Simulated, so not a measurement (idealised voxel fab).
Proc. module: voxel fin reveal
Square cell edge 5 nm, section width 250 nm, ID cut.
Cross-sections here: square-cell grids, written as top-down lists of bands, a band being one or more rows of cells. The entry gives the band's vertical extent as a top height and a bottom height in nm, then its horizontal make-up as materials from left to right, each with a width in nm. "air" stands for empty space; a single material marked "edge to edge" fills the band edge to edge. Convention: height 0 is the level below which the wafer, as received, is all one material. The lowest band does not terminate at the bottom but continues downward, represented as "0..down". Width: "30..40" (first number = top row, second number = bottom row, same change from row to row of cells). You'll sometimes find "all unchanged" written for a step, and that's the way of saying that nowhere in the cross-section did a cell change during that step. "Closed void entries": empty spaces of 8 cells or more with no open way to the top, each given as width x height at distance, distance from the left edge, all in nm. It should be noted that, on the line of a given step, the content following the step's settings is a remark produced by the simulator itself with respect to that step. A step's line can hold "overlay nm"; with a mask on that step, the setting says how far right of the planned place the mask lay, while a negative setting says it lay to the left.
[Below is the list of planned process steps]
1: RECEIVE: material Si
2: CONFORMAL_DEP: material SiN, thk nm 5
3: DIRECTIONAL_DEP: material aC, thk nm 15
4: PATTERN: tone cover, mask id FINS, material resist, width nm 15, pitch nm 35, thk nm 35, overlay nm 0
5: DIRECTIONAL_ETCH: etch materials aC, depth nm 15
6: STRIP: etch materials resist
7: DIRECTIONAL_ETCH: etch materials SiN, depth nm 5
8: DIRECTIONAL_ETCH: etch materials Si, depth nm 30
9: STRIP: etch materials aC
10: FILL_DEP: material SiO2, thk nm 5
11: CMP: height nm 5
12: SELECTIVE_ETCH: etch materials SiO2, depth nm 25
13: STRIP: etch materials SiN
14: CONFORMAL_DEP: material HfO2, thk nm 5
[Cross-section of the wafer upon arrival, representing the state reached after step 1]
* 0..down = Si edge to edge
* Closed void entries: none
[Cross-section taken at module completion on the first of two wafers; processed per the plan]
* 5..0 = 60 nm air / 25 nm HfO2 / 10 nm air / 25 nm HfO2 / 10 nm air / 25 nm HfO2 / 10 nm air / 25 nm HfO2 / 60 nm air
* 0..-15 = 60 nm air / 5 nm HfO2 / 15 nm Si / 5 nm HfO2 / 10 nm air / 5 nm HfO2 / 15 nm Si / 5 nm HfO2 / 10 nm air / 5 nm HfO2 / 15 nm Si / 5 nm HfO2 / 10 nm air / 5 nm HfO2 / 15 nm Si / 5 nm HfO2 / 60 nm air
* -15..-20 = 65 nm HfO2 / 15 nm Si / 20 nm HfO2 / 15 nm Si / 20 nm HfO2 / 15 nm Si / 20 nm HfO2 / 15 nm Si / 65 nm HfO2
* -20..-30 = 65 nm SiO2 / 15 nm Si / 20 nm SiO2 / 15 nm Si / 20 nm SiO2 / 15 nm Si / 20 nm SiO2 / 15 nm Si / 65 nm SiO2
* -30..down = Si edge to edge
* Closed void entries: none
[Wafer two (of two), end-of-module cross-section: start = wafer one, plan = wafer one, one run mistake]
* 5..0 = 60 nm air / 30 nm HfO2 / 5 nm air / 30 nm HfO2 / 5 nm air / 30 nm HfO2 / 5 nm air / 30 nm HfO2 / 55 nm air
* 0..-15 = 60 nm air / 5 nm HfO2 / 20 nm Si / 5 nm HfO2 / 5 nm air / 5 nm HfO2 / 20 nm Si / 5 nm HfO2 / 5 nm air / 5 nm HfO2 / 20 nm Si / 5 nm HfO2 / 5 nm air / 5 nm HfO2 / 20 nm Si / 5 nm HfO2 / 55 nm air
* -15..-20 = 65 nm HfO2 / 20 nm Si / 15 nm HfO2 / 20 nm Si / 15 nm HfO2 / 20 nm Si / 15 nm HfO2 / 20 nm Si / 60 nm HfO2
* -20..-30 = 65 nm SiO2 / 20 nm Si / 15 nm SiO2 / 20 nm Si / 15 nm SiO2 / 20 nm Si / 15 nm SiO2 / 20 nm Si / 60 nm SiO2
* -30..down = Si edge to edge
* Closed void entries: none
Here's what went sideways: step 4 off recipe, ran as PATTERN: tone cover, mask id FINS, material resist, width nm 20, pitch nm 35, thk nm 35, overlay nm 0
Final comparison by cell count, materials where the second wafer has more or fewer than the first: Si +24, SiO2 -8
